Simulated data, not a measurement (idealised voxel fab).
process module | voxel transistor to metal
cross-section cut | 200 nm wide | cells 5 nm
A cross-section is a grid of square cells, given in bands from the top down. A band is one or more rows of cells.
Each band's line starts with the height of the band's top and of its bottom, in nm. Then come its materials from left to right, each with its width in nm. One material with "throughout" fills the band from edge to edge. "air" is empty space.
Height 0 is the level under which the wafer as received is all one material. The lowest band goes on downwards, as in "0 down".
A width such as "30 to 40" changes by the same amount from each row of cells to the next, from the band's top row to its bottom row.
"no change" after a step means that no cell of the cross-section changed.
closed voids: empty space of 8 cells or more with no open way to the top, each as width x height at its distance from the left edge, in nm
after a step's settings: what the simulator itself notes on the step
overlay nm, on a step with a mask: how far to the right of its planned place the mask lay; to the left if negative
plan
1 op RECEIVE | material Si
2 op OXIDIZE | depth nm 5
3 op CONFORMAL_DEP | material SiN | thk nm 15
4 op MASKED_ETCH | tone cover | mask id ACTIVE | width nm 110 | etch materials SiN | depth nm 15 | overlay nm 0
5 op MASKED_ETCH | tone cover | mask id ACTIVE | width nm 110 | etch materials SiO2 | depth nm 5 | overlay nm 0
6 op MASKED_ETCH | tone cover | mask id ACTIVE | width nm 110 | etch materials Si | depth nm 25 | overlay nm 0
7 op FILL_DEP | material SiO2 | thk nm 5
8 op CMP | height nm 15
9 op SELECTIVE_ETCH | etch materials SiO2 | depth nm 10
10 op STRIP | etch materials SiN
11 op SELECTIVE_ETCH | etch materials SiO2 | depth nm 5
12 op OXIDIZE | depth nm 5
13 op DIRECTIONAL_DEP | material polySi | thk nm 20
14 op DIRECTIONAL_DEP | material SiCN | thk nm 15
15 op MASKED_ETCH | tone cover | mask id GATE | width nm 30 | etch materials SiCN | depth nm 25 | overlay nm 0
16 op MASKED_ETCH | tone cover | mask id GATE | width nm 30 | etch materials polySi | depth nm 30 | overlay nm 0
17 op CONFORMAL_DEP | material SiN | thk nm 10
18 op DIRECTIONAL_ETCH | etch materials SiN | depth nm 10
19 op DIRECTIONAL_ETCH | etch materials SiO2 | depth nm 5
20 op DIRECTIONAL_ETCH | etch materials Si | depth nm 10
21 op EPI | material SiGe | thk nm 10
22 op FILL_DEP | material SiO2 | thk nm 10
23 op CMP | height nm 15
24 op STRIP | etch materials polySi
25 op SELECTIVE_ETCH | etch materials SiO2 | depth nm 5
26 op CONFORMAL_DEP | material HfO2 | thk nm 5
27 op CONFORMAL_DEP | material TiN | thk nm 5
28 op FILL_DEP | material W | thk nm 10
29 op CMP | height nm 10
30 op DIRECTIONAL_DEP | material SiO2 | thk nm 15
31 op MASKED_ETCH | tone open | mask id CONTACT | width nm 20 | pitch nm 80 | etch materials SiO2 | depth nm 35 | overlay nm 0
32 op CONFORMAL_DEP | material TiN | thk nm 5
33 op FILL_DEP | material W | thk nm 5
34 op CMP | height nm 25
35 op DIRECTIONAL_DEP | material TiN | thk nm 5
36 op DIRECTIONAL_DEP | material W | thk nm 20
37 op DIRECTIONAL_DEP | material aC | thk nm 10
38 op PATTERN | tone cover | mask id METAL_1 | material resist | width nm 20 | pitch nm 80 | thk nm 25 | overlay nm 0
39 op DIRECTIONAL_ETCH | etch materials aC | depth nm 10
40 op STRIP | etch materials resist
41 op DIRECTIONAL_ETCH | etch materials W | depth nm 20
42 op DIRECTIONAL_ETCH | etch materials TiN | depth nm 5
43 op STRIP | etch materials aC
44 op CONFORMAL_DEP | material SiN | thk nm 5
45 op FILL_DEP | material SiO2 | thk nm 10
46 op CMP | height nm 50
47 op CONFORMAL_DEP | material SiN | thk nm 5
as received, after step 1
  0 down: Si throughout
  closed voids: none
a wafer at the end: this start, this plan, one mistake
  55 to 50: SiN throughout
  50 to 30: SiO2 45 | SiN 5 | W 20 | SiN 5 | SiO2 50 | SiN 5 | W 20 | SiN 5 | SiO2 45
  30 to 25: SiN 50 | TiN 20 | SiN 60 | TiN 20 | SiN 50
  25 to 10: SiO2 50 | TiN 5 | W 10 | TiN 5 | SiO2 60 | TiN 5 | W 10 | TiN 5 | SiO2 50
  10 to 5: SiO2 50 | TiN 5 | W 10 | TiN 5 | SiO2 5 | SiN 10 | HfO2 5 | TiN 5 | W 10 | TiN 5 | HfO2 5 | SiN 10 | SiO2 5 | TiN 5 | W 10 | TiN 5 | SiO2 50
  5 to 0: SiO2 50 | TiN 20 | SiO2 5 | SiN 10 | HfO2 5 | TiN 5 | W 10 | TiN 5 | HfO2 5 | SiN 10 | SiO2 5 | TiN 20 | SiO2 50
  0 to -5: SiO2 40 | SiN 10 | SiGe 10 | TiN 5 | SiGe 10 | SiN 10 | HfO2 5 | TiN 20 | HfO2 5 | SiN 10 | SiGe 10 | TiN 5 | SiGe 10 | SiN 10 | SiO2 40
  -5 to -10: SiO2 50 | SiGe 10 | TiN 5 | SiGe 10 | SiO2 5 | HfO2 40 | SiO2 5 | SiGe 10 | TiN 5 | SiGe 10 | SiO2 50
  -10 to -20: SiO2 45 | Si 5 | SiGe 25 | Si 50 | SiGe 25 | Si 5 | SiO2 45
  -20 down: Si throughout
  closed voids: none
what went wrong: step 6 ran as: op MASKED_ETCH | tone cover | mask id ACTIVE | width nm 110 | etch materials Si | depth nm 15 | overlay nm 0
